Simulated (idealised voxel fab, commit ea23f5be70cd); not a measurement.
This section sets out a process module, namely voxel released beams.
The cross-section on display is named cut; it measures 255 nm wide, and its cells are 5 nm squares.
This document writes a cross-section as a grid whose cells are square, and gives it as bands, listed from the top down; one or more rows of cells form a band.
Heads up on the band format: heights come first, top then bottom, in nm. After that it's the materials left to right, each with its width in nm. A single material flagged "everywhere" fills the whole band edge to edge, and "air" means there's empty space there.
We count height from 0. Below that, the starting wafer is all one material. The lowest band never ends at the bottom but goes on down; see "0 down" for how that is written.
Width "30 to 40": first value at the band's top row of cells, second value at its bottom row, equal change from row to row.
It should be understood that the words "everything unchanged", when stated for a given step, signify that the cross-section underwent no change in any of its cells during that step.
Basically, "Closed void listing" tells you about the enclosed voids: empty spaces with no open way to the top, 8 cells or bigger, each written width x height at distance, where distance is from the left edge, all in nm.
Note: text after step settings on the step line = simulator remark on that step.
For masked steps, "overlay nm" on the step line gives how far right of plan the mask actually lay; a minus sign means it lay to the left.

Planned step list for the process
1,op RECEIVE | material Si
2,op CONFORMAL_DEP | material SiN | thk nm 10
3,op DIRECTIONAL_DEP | material SiO2 | thk nm 15
4,op DIRECTIONAL_DEP | material aC | thk nm 15
5,op PATTERN | tone open | mask id ANCHOR | material resist | width nm 45 | thk nm 30 | overlay nm 0
6,op DIRECTIONAL_ETCH | etch materials aC | depth nm 15
7,op STRIP | etch materials resist
8,op DIRECTIONAL_ETCH | etch materials SiO2 | depth nm 15
9,op STRIP | etch materials aC
10,op CONFORMAL_DEP | material TiN | thk nm 15
11,op MASKED_ETCH | tone cover | mask id BEAM | width nm 95 | etch materials TiN | depth nm 15 | overlay nm 0
12,op STRIP | etch materials SiO2

So, the first of our two wafers, run just as we planned it

As-received state of the wafer in cross-section, equivalent to post-step 1
  0 down | Si everywhere
  Closed void listing: none

Wafer xsec, post step 2
  10 to 0 | SiN everywhere
  Below 0, no change.

Wafer xsec, post step 3
  25 to 10 | SiO2 everywhere
  Below 10, no change.

Wafer xsec, post step 4
  40 to 25 | aC everywhere
  Below 25, no change.

Wafer xsec, post step 5
  70 to 40 | 80 nm resist, then 45 nm air, then 130 nm resist
  Below 40, no change.

Wafer xsec, post step 6
  55 to 40 | 80 nm resist, then 45 nm air, then 130 nm resist
  40 to 25 | 80 nm aC, then 45 nm air, then 130 nm aC
  Below 25, no change.

Wafer xsec, post step 7
  40 to 25 | 80 nm aC, then 45 nm air, then 130 nm aC
  Below 25, no change.

Wafer xsec, post step 8
  40 to 25 | 80 nm aC, then 45 nm air, then 130 nm aC
  25 to 10 | 80 nm SiO2, then 45 nm air, then 130 nm SiO2
  Below 10, no change.

Wafer xsec, post step 9
  25 to 10 | 80 nm SiO2, then 45 nm air, then 130 nm SiO2
  Below 10, no change.

Wafer xsec, post step 10
  40 to 25 | 95 nm TiN, then 15 nm air, then 145 nm TiN
  25 to 10 | 80 nm SiO2, then 45 nm TiN, then 130 nm SiO2
  Below 10, no change.

Wafer xsec, post step 11
  40 to 25 | 75 nm air, then 20 nm TiN, then 15 nm air, then 60 nm TiN, then 85 nm air
  Below 25, no change.

Wafer xsec, post step 12
  40 to 25 | 75 nm air, then 20 nm TiN, then 15 nm air, then 60 nm TiN, then 85 nm air
  25 to 10 | 80 nm air, then 45 nm TiN, then 130 nm air
  Below 10, no change.

The Second Wafer: Common Origin and Plan, One Mistake in Execution, Identical to the First Through Step 3

Second wafer, sectioned view, at step 4's planned end time
  40 to 25 | TiN everywhere
  Below 25, no change.

Second wafer, sectioned view, at step 5's planned end time
  70 to 40 | 80 nm resist, then 45 nm air, then 130 nm resist
  Below 40, no change.

Second wafer, sectioned view, at step 6's planned end time
  55 to 40 | 80 nm resist, then 45 nm air, then 130 nm resist
  Below 40, no change.

Second wafer, sectioned view, at step 7's planned end time
  40 to 25 | TiN everywhere
  Below 25, no change.

Second wafer, sectioned view, at step 8's planned end time: everything unchanged

Second wafer, sectioned view, at step 9's planned end time: everything unchanged

Second wafer, sectioned view, at step 10's planned end time
  55 to 25 | TiN everywhere
  Below 25, no change.

Second wafer, sectioned view, at step 11's planned end time
  55 to 40 | 75 nm air, then 95 nm TiN, then 85 nm air
  Below 40, no change.

Second wafer, sectioned view, at step 12's planned end time: everything unchanged
Deviation noted in wafer processing: not per plan at step 4, really ran op DIRECTIONAL_DEP | material TiN | thk nm 15
At the finish, the second wafer shows more or fewer cells for some materials than the first does: SiO2 +153, TiN +135
